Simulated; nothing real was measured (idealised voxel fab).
A process module follows: voxel wiring stack.
Cross-sectional view cut (width: 285 nm; square cell size: 5 nm).
A cross-section is written here as square cells arranged in a grid, and it is given in bands from the top down, each band taking up one or more rows of cells.
Heads up on the band format: heights come first, top then bottom, in nm. After that it's the materials left to right, each with its width in nm. A single material flagged "full width" fills the whole band edge to edge, and "empty" means there's empty space there.
A quick word on heights: they are counted from 0, and under that level the wafer as it came to us is one material throughout. The lowest band is different from the rest in having no bottom; it simply continues downward, written as in "z 0 and below".
Width spec "30->40" -> top row of cells at first value, bottom row at second value, equal per-row change in between.
No cell of the cross-section changed in a step that is given as "no alteration".
"Unvented cavities" lists enclosed empty spaces (at least 8 cells, no open path upward to the top), each as width x height at distance from the left edge, in nm.
The remark found on a step's line after its settings is issued by the simulator itself and pertains to that step.
A step's line can hold "overlay nm"; with a mask on that step, the setting says how far right of the planned place the mask lay, while a negative setting says it lay to the left.

[Process steps foreseen in the plan]
- 1: RECEIVE | material Si
- 2: CONFORMAL_DEP | material SiO2 | thk nm 10
- 3: CONFORMAL_DEP | material SiN | thk nm 5
- 4: DIRECTIONAL_DEP | material lowk | thk nm 25
- 5: MASKED_ETCH | tone open | mask id METAL_1 | width nm 25 | pitch nm 55 | etch materials lowk | depth nm 25 | overlay nm 0
- 6: MASKED_ETCH | tone open | mask id METAL_1 | width nm 25 | pitch nm 55 | etch materials SiN | depth nm 5 | overlay nm 0
- 7: CONFORMAL_DEP | material TiN | thk nm 5
- 8: FILL_DEP | material Cu | thk nm 5
- 9: CMP | height nm 40
- 10: CONFORMAL_DEP | material SiCN | thk nm 5
- 11: DIRECTIONAL_DEP | material SiO2 | thk nm 25
- 12: DIRECTIONAL_DEP | material aC | thk nm 10
- 13: PATTERN | tone open | mask id METAL_2_HOLES | material resist | width nm 15 | thk nm 30 | overlay nm 0
- 14: DIRECTIONAL_ETCH | etch materials aC | depth nm 10
- 15: STRIP | etch materials resist
- 16: DIRECTIONAL_ETCH | etch materials SiO2 | depth nm 25
- 17: STRIP | etch materials aC
- 18: MASKED_ETCH | tone open | mask id METAL_2 | width nm 25 | pitch nm 55 | etch materials SiO2 | depth nm 15 | overlay nm 0
- 19: MASKED_ETCH | tone open | mask id METAL_2 | width nm 25 | pitch nm 55 | etch materials SiCN | depth nm 5 | overlay nm 0
- 20: CONFORMAL_DEP | material TiN | thk nm 5
- 21: FILL_DEP | material Cu | thk nm 5
- 22: CMP | height nm 70
- 23: CONFORMAL_DEP | material SiCN | thk nm 5
- 24: DIRECTIONAL_DEP | material SiO2 | thk nm 30
- 25: MASKED_ETCH | tone open | mask id METAL_3 | width nm 25 | pitch nm 55 | etch materials SiO2 | depth nm 20 | overlay nm 0
- 26: DIRECTIONAL_DEP | material aC | thk nm 10
- 27: PATTERN | tone open | mask id METAL_3_HOLES | material resist | width nm 15 | pitch nm 55 | thk nm 25 | overlay nm 0
- 28: DIRECTIONAL_ETCH | etch materials aC | depth nm 10
- 29: STRIP | etch materials resist
- 30: DIRECTIONAL_ETCH | etch materials SiO2 | depth nm 10
- 31: DIRECTIONAL_ETCH | etch materials SiCN | depth nm 5
- 32: STRIP | etch materials aC
- 33: CONFORMAL_DEP | material TiN | thk nm 5
- 34: FILL_DEP | material Cu | thk nm 5
- 35: CMP | height nm 105
- 36: CONFORMAL_DEP | material SiCN | thk nm 5
- 37: DIRECTIONAL_DEP | material SiO2 | thk nm 25
- 38: PATTERN | tone open | mask id METAL_4_HOLES | material resist | width nm 15 | pitch nm 55 | thk nm 20 | overlay nm 0
- 39: DIRECTIONAL_ETCH | etch materials SiO2 | depth nm 25
- 40: STRIP | etch materials resist
- 41: PATTERN | tone open | mask id METAL_4 | material resist | width nm 25 | pitch nm 55 | thk nm 20 | overlay nm 0
- 42: DIRECTIONAL_ETCH | etch materials SiO2 | depth nm 15
- 43: DIRECTIONAL_ETCH | etch materials SiCN | depth nm 5
- 44: STRIP | etch materials resist
- 45: CONFORMAL_DEP | material TiN | thk nm 5
- 46: FILL_DEP | material Cu | thk nm 10
- 47: CMP | height nm 135
- 48: CONFORMAL_DEP | material SiN | thk nm 5

[This is the cross-section of the wafer as we received it, i.e. after step 1]
  z 0 and below: Si full width
  Unvented cavities: none

[The first of two wafers, cross-sectioned at the end of the module, with the run proceeding as planned]
  z 140 to 135: SiN full width
  z 135 to 125: SiO2 (100) | TiN (5) | Cu (15) | TiN (5) | SiO2 (30) | TiN (5) | Cu (15) | TiN (5) | SiO2 (105)
  z 125 to 120: SiO2 (100) | TiN (5) | Cu (5) | TiN (15) | SiO2 (30) | TiN (5) | Cu (5) | TiN (15) | SiO2 (105)
  z 120 to 110: SiO2 (100) | TiN (5) | Cu (5) | TiN (5) | SiO2 (40) | TiN (5) | Cu (5) | TiN (5) | SiO2 (115)
  z 110 to 105: SiCN (100) | TiN (15) | SiCN (40) | TiN (15) | SiCN (115)
  z 105 to 90: SiO2 (100) | TiN (5) | Cu (15) | TiN (5) | SiO2 (30) | TiN (5) | Cu (15) | TiN (5) | SiO2 (105)
  z 90 to 85: SiO2 (100) | TiN (5) | Cu (5) | TiN (15) | SiO2 (30) | TiN (5) | Cu (5) | TiN (15) | SiO2 (105)
  z 85 to 75: SiO2 (100) | TiN (5) | Cu (5) | TiN (5) | SiO2 (40) | TiN (5) | Cu (5) | TiN (5) | SiO2 (115)
  z 75 to 70: SiCN (100) | TiN (15) | SiCN (40) | TiN (15) | SiCN (115)
  z 70 to 60: SiO2 (100) | TiN (5) | Cu (15) | TiN (5) | SiO2 (30) | TiN (5) | Cu (15) | TiN (5) | SiO2 (105)
  z 60 to 55: SiO2 (100) | TiN (5) | Cu (5) | TiN (15) | SiO2 (30) | TiN (25) | SiO2 (105)
  z 55 to 45: SiO2 (100) | TiN (5) | Cu (5) | TiN (5) | SiO2 (170)
  z 45 to 40: SiCN (100) | TiN (15) | SiCN (170)
  z 40 to 15: lowk (100) | TiN (5) | Cu (15) | TiN (5) | lowk (30) | TiN (5) | Cu (15) | TiN (5) | lowk (105)
  z 15 to 10: SiN (100) | TiN (25) | SiN (30) | TiN (25) | SiN (105)
  z 10 to 0: SiO2 full width
  z 0 and below: Si full width
  Unvented cavities: none

[Now the second wafer, cross-sectioned at the end of the module. Nothing different at the start, nothing different in the plan compared with the first, just one mistake when it was actually run]
  z 140 to 135: SiN full width
  z 135 to 125: SiO2 (100) | TiN (5) | Cu (15) | TiN (5) | SiO2 (30) | TiN (5) | Cu (15) | TiN (5) | SiO2 (105)
  z 125 to 120: SiO2 (100) | TiN (5) | Cu (5) | TiN (15) | SiO2 (30) | TiN (5) | Cu (5) | TiN (15) | SiO2 (105)
  z 120 to 110: SiO2 (100) | TiN (5) | Cu (5) | TiN (5) | SiO2 (40) | TiN (5) | Cu (5) | TiN (5) | SiO2 (115)
  z 110 to 105: SiCN (100) | TiN (15) | SiCN (40) | TiN (15) | SiCN (115)
  z 105 to 90: SiO2 (100) | TiN (5) | Cu (15) | TiN (5) | SiO2 (30) | TiN (5) | Cu (15) | TiN (5) | SiO2 (105)
  z 90 to 80: SiO2 (100) | TiN (5) | Cu (5) | TiN (15->5) | SiO2 (30->40) | TiN (5) | Cu (5) | TiN (15->5) | SiO2 (105->115)
  z 80 to 75: SiO2 (100) | TiN (15) | SiO2 (40) | TiN (15) | SiO2 (115)
  z 75 to 70: TiN full width
  z 70 to 60: SiO2 (100) | TiN (5) | Cu (15) | TiN (5) | SiO2 (30) | TiN (5) | Cu (15) | TiN (5) | SiO2 (105)
  z 60 to 55: SiO2 (100) | TiN (5) | Cu (5) | TiN (15) | SiO2 (30) | TiN (25) | SiO2 (105)
  z 55 to 45: SiO2 (100) | TiN (5) | Cu (5) | TiN (5) | SiO2 (170)
  z 45 to 40: SiCN (100) | TiN (15) | SiCN (170)
  z 40 to 15: lowk (100) | TiN (5) | Cu (15) | TiN (5) | lowk (30) | TiN (5) | Cu (15) | TiN (5) | lowk (105)
  z 15 to 10: SiN (100) | TiN (25) | SiN (30) | TiN (25) | SiN (105)
  z 10 to 0: SiO2 full width
  z 0 and below: Si full width
  Unvented cavities: none
It is concluded that the wafer was processed incorrectly with respect to the plan, in that step 23: run off-plan, actual operation and settings CONFORMAL_DEP | material TiN | thk nm 5
The closing comparison, in cells, has the second wafer with more or fewer of some materials than the first: 2 fewer of Cu, 51 fewer of SiCN, 53 more of TiN
